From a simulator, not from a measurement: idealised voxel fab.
A process module follows: voxel ribs on slabs.
Section cut is 180 nm wide and gridded with 5 nm square cells.
Format of a cross-section: grid, square cells. Given as bands. Order: top down. Band: one or more rows of cells. Top height, bottom height, nm. Materials left to right, width each, nm. Single material + "edge to edge" = fills band edge to edge. "empty" = empty. Heights are measured from 0, the level below which the as-received wafer is all one material; the lowest band has no bottom and continues downward, written as in "0 nm and below". Width "30 to 40": first value at the band's top row of cells, second value at its bottom row, equal change from row to row. For the purposes of this document, the phrase "nothing changed" attached to a step denotes that no cell within the cross-section was modified by that step. What "Completely enclosed voids" gives you is every empty space of 8 cells or more that is cut off from the top. Each appears as width x height at distance, with the distance taken from the left edge and width, height and distance all in nm. Step line, after settings: the simulator's comment on this step. overlay nm: how far to the right of its planned place the mask lay on this masked step (negative: to the left).

Planned step list for the process:
1 op RECEIVE | material Si
2 op DIRECTIONAL_DEP | material SiO2 | thk nm 20
3 op DIRECTIONAL_DEP | material SiN | thk nm 15
4 op DIRECTIONAL_DEP | material aC | thk nm 15
5 op PATTERN | tone cover | mask id RIB | material resist | width nm 20 | thk nm 35 | overlay nm 0
6 op DIRECTIONAL_ETCH | etch materials aC | depth nm 15
7 op STRIP | etch materials resist
8 op DIRECTIONAL_ETCH | etch materials SiN | depth nm 5
9 op STRIP | etch materials aC
10 op DIRECTIONAL_DEP | material aC | thk nm 10
11 op PATTERN | tone cover | mask id SLAB | material resist | width nm 60 | thk nm 30 | overlay nm 0
12 op DIRECTIONAL_ETCH | etch materials aC | depth nm 10
13 op STRIP | etch materials resist
14 op DIRECTIONAL_ETCH | etch materials SiN | depth nm 10
15 op STRIP | etch materials aC
16 op FILL_DEP | material SiO2 | thk nm 20
17 op CMP | height nm 50
18 op DIRECTIONAL_DEP | material TiN | thk nm 10
19 op DIRECTIONAL_DEP | material aC | thk nm 15
20 op PATTERN | tone cover | mask id HEATER | material resist | width nm 30 | thk nm 35 | overlay nm 0
21 op DIRECTIONAL_ETCH | etch materials aC | depth nm 15
22 op STRIP | etch materials resist
23 op DIRECTIONAL_ETCH | etch materials TiN | depth nm 10
24 op STRIP | etch materials aC
25 op CONFORMAL_DEP | material SiO2 | thk nm 10

First of two wafers, with the run carried out as planned:

Cross-section of the wafer upon arrival, representing the state reached after step 1:
* 0 nm and below: Si edge to edge
* Completely enclosed voids: none

Cross-section through the wafer, step 2 finished:
* 20 nm to 0 nm: SiO2 edge to edge
* Rest of section, below 0: as before.

Cross-section through the wafer, step 3 finished:
* 35 nm to 20 nm: SiN edge to edge
* Rest of section, below 20: as before.

Cross-section through the wafer, step 4 finished:
* 50 nm to 35 nm: aC edge to edge
* Rest of section, below 35: as before.

Cross-section through the wafer, step 5 finished:
* 85 nm to 50 nm: 80 empty / 20 resist / 80 empty
* Rest of section, below 50: as before.

Cross-section through the wafer, step 6 finished:
* 70 nm to 50 nm: 80 empty / 20 resist / 80 empty
* 50 nm to 35 nm: 80 empty / 20 aC / 80 empty
* Rest of section, below 35: as before.

Cross-section through the wafer, step 7 finished:
* 50 nm to 35 nm: 80 empty / 20 aC / 80 empty
* Rest of section, below 35: as before.

Cross-section through the wafer, step 8 finished:
* 50 nm to 35 nm: 80 empty / 20 aC / 80 empty
* 35 nm to 30 nm: 80 empty / 20 SiN / 80 empty
* Rest of section, below 30: as before.

Cross-section through the wafer, step 9 finished:
* 35 nm to 30 nm: 80 empty / 20 SiN / 80 empty
* Rest of section, below 30: as before.

Cross-section through the wafer, step 10 finished:
* 45 nm to 40 nm: 80 empty / 20 aC / 80 empty
* 40 nm to 35 nm: aC edge to edge
* 35 nm to 30 nm: 80 aC / 20 SiN / 80 aC
* Rest of section, below 30: as before.

Cross-section through the wafer, step 11 finished:
* 75 nm to 45 nm: 60 empty / 60 resist / 60 empty
* 45 nm to 40 nm: 60 empty / 20 resist / 20 aC / 20 resist / 60 empty
* Rest of section, below 40: as before.

Cross-section through the wafer, step 12 finished:
* 65 nm to 45 nm: 60 empty / 60 resist / 60 empty
* 45 nm to 40 nm: 60 empty / 20 resist / 20 aC / 20 resist / 60 empty
* 40 nm to 35 nm: 60 empty / 60 aC / 60 empty
* 35 nm to 30 nm: 60 empty / 20 aC / 20 SiN / 20 aC / 60 empty
* Rest of section, below 30: as before.

Cross-section through the wafer, step 13 finished:
* 45 nm to 35 nm: 80 to 60 empty / 20 to 60 aC / 80 to 60 empty
* Rest of section, below 35: as before.

Cross-section through the wafer, step 14 finished:
* 45 nm to 35 nm: 80 to 60 empty / 20 to 60 aC / 80 to 60 empty
* 35 nm to 30 nm: 60 empty / 20 aC / 20 SiN / 20 aC / 60 empty
* 30 nm to 20 nm: 60 empty / 60 SiN / 60 empty
* Rest of section, below 20: as before.

Cross-section through the wafer, step 15 finished:
* 35 nm to 30 nm: 80 empty / 20 SiN / 80 empty
* Rest of section, below 30: as before.

Cross-section through the wafer, step 16 finished:
* 55 nm to 35 nm: SiO2 edge to edge
* 35 nm to 30 nm: 80 SiO2 / 20 SiN / 80 SiO2
* 30 nm to 20 nm: 60 SiO2 / 60 SiN / 60 SiO2
* Rest of section, below 20: as before.

Cross-section through the wafer, step 17 finished:
* 50 nm to 35 nm: SiO2 edge to edge
* Rest of section, below 35: as before.

Cross-section through the wafer, step 18 finished:
* 60 nm to 50 nm: TiN edge to edge
* Rest of section, below 50: as before.

Cross-section through the wafer, step 19 finished:
* 75 nm to 60 nm: aC edge to edge
* Rest of section, below 60: as before.

Cross-section through the wafer, step 20 finished:
* 110 nm to 75 nm: 75 empty / 30 resist / 75 empty
* Rest of section, below 75: as before.

Cross-section through the wafer, step 21 finished:
* 95 nm to 75 nm: 75 empty / 30 resist / 75 empty
* 75 nm to 60 nm: 75 empty / 30 aC / 75 empty
* Rest of section, below 60: as before.

Cross-section through the wafer, step 22 finished:
* 75 nm to 60 nm: 75 empty / 30 aC / 75 empty
* Rest of section, below 60: as before.

Cross-section through the wafer, step 23 finished:
* 75 nm to 60 nm: 75 empty / 30 aC / 75 empty
* 60 nm to 50 nm: 75 empty / 30 TiN / 75 empty
* Rest of section, below 50: as before.

Cross-section through the wafer, step 24 finished:
* 60 nm to 50 nm: 75 empty / 30 TiN / 75 empty
* Rest of section, below 50: as before.

Cross-section through the wafer, step 25 finished:
* 70 nm to 60 nm: 65 empty / 50 SiO2 / 65 empty
* 60 nm to 50 nm: 75 SiO2 / 30 TiN / 75 SiO2
* Rest of section, below 50: as before.

The remaining wafer, second of the two, started like the first and was run to the same plan, except that one mistake was made along the way; the two coincide through step 1, inclusive:

Cross-section of the second wafer at the time step 2 of the plan should have ended:
* 15 nm to 0 nm: SiN edge to edge
* Rest of section, below 0: as before.

Cross-section of the second wafer at the time step 3 of the plan should have ended:
* 35 nm to 15 nm: SiO2 edge to edge
* Rest of section, below 15: as before.

Cross-section of the second wafer at the time step 4 of the plan should have ended:
* 50 nm to 35 nm: aC edge to edge
* Rest of section, below 35: as before.

Cross-section of the second wafer at the time step 5 of the plan should have ended:
* 85 nm to 50 nm: 80 empty / 20 resist / 80 empty
* Rest of section, below 50: as before.

Cross-section of the second wafer at the time step 6 of the plan should have ended:
* 70 nm to 50 nm: 80 empty / 20 resist / 80 empty
* 50 nm to 35 nm: 80 empty / 20 aC / 80 empty
* Rest of section, below 35: as before.

Cross-section of the second wafer at the time step 7 of the plan should have ended:
* 50 nm to 35 nm: 80 empty / 20 aC / 80 empty
* Rest of section, below 35: as before.

Cross-section of the second wafer at the time step 8 of the plan should have ended: nothing changed

Cross-section of the second wafer at the time step 9 of the plan should have ended:
* 35 nm to 15 nm: SiO2 edge to edge
* Rest of section, below 15: as before.

Cross-section of the second wafer at the time step 10 of the plan should have ended:
* 45 nm to 35 nm: aC edge to edge
* Rest of section, below 35: as before.

Cross-section of the second wafer at the time step 11 of the plan should have ended:
* 75 nm to 45 nm: 60 empty / 60 resist / 60 empty
* Rest of section, below 45: as before.

Cross-section of the second wafer at the time step 12 of the plan should have ended:
* 65 nm to 45 nm: 60 empty / 60 resist / 60 empty
* 45 nm to 35 nm: 60 empty / 60 aC / 60 empty
* Rest of section, below 35: as before.

Cross-section of the second wafer at the time step 13 of the plan should have ended:
* 45 nm to 35 nm: 60 empty / 60 aC / 60 empty
* Rest of section, below 35: as before.

Cross-section of the second wafer at the time step 14 of the plan should have ended: nothing changed

Cross-section of the second wafer at the time step 15 of the plan should have ended:
* 35 nm to 15 nm: SiO2 edge to edge
* Rest of section, below 15: as before.

Cross-section of the second wafer at the time step 16 of the plan should have ended:
* 55 nm to 15 nm: SiO2 edge to edge
* Rest of section, below 15: as before.

Cross-section of the second wafer at the time step 17 of the plan should have ended:
* 50 nm to 15 nm: SiO2 edge to edge
* Rest of section, below 15: as before.

Cross-section of the second wafer at the time step 18 of the plan should have ended:
* 60 nm to 50 nm: TiN edge to edge
* Rest of section, below 50: as before.

Cross-section of the second wafer at the time step 19 of the plan should have ended:
* 75 nm to 60 nm: aC edge to edge
* Rest of section, below 60: as before.

Cross-section of the second wafer at the time step 20 of the plan should have ended:
* 110 nm to 75 nm: 75 empty / 30 resist / 75 empty
* Rest of section, below 75: as before.

Cross-section of the second wafer at the time step 21 of the plan should have ended:
* 95 nm to 75 nm: 75 empty / 30 resist / 75 empty
* 75 nm to 60 nm: 75 empty / 30 aC / 75 empty
* Rest of section, below 60: as before.

Cross-section of the second wafer at the time step 22 of the plan should have ended:
* 75 nm to 60 nm: 75 empty / 30 aC / 75 empty
* Rest of section, below 60: as before.

Cross-section of the second wafer at the time step 23 of the plan should have ended:
* 75 nm to 60 nm: 75 empty / 30 aC / 75 empty
* 60 nm to 50 nm: 75 empty / 30 TiN / 75 empty
* Rest of section, below 50: as before.

Cross-section of the second wafer at the time step 24 of the plan should have ended:
* 60 nm to 50 nm: 75 empty / 30 TiN / 75 empty
* Rest of section, below 50: as before.

Cross-section of the second wafer at the time step 25 of the plan should have ended:
* 70 nm to 60 nm: 65 empty / 50 SiO2 / 65 empty
* 60 nm to 50 nm: 75 SiO2 / 30 TiN / 75 SiO2
* Rest of section, below 50: as before.
Which mistake was made when the wafer was run? steps 2 and 3 were swapped
Counted in cells at the end, the second wafer holds more or fewer of these materials than the first: 80 more of SiN | 80 fewer of SiO2
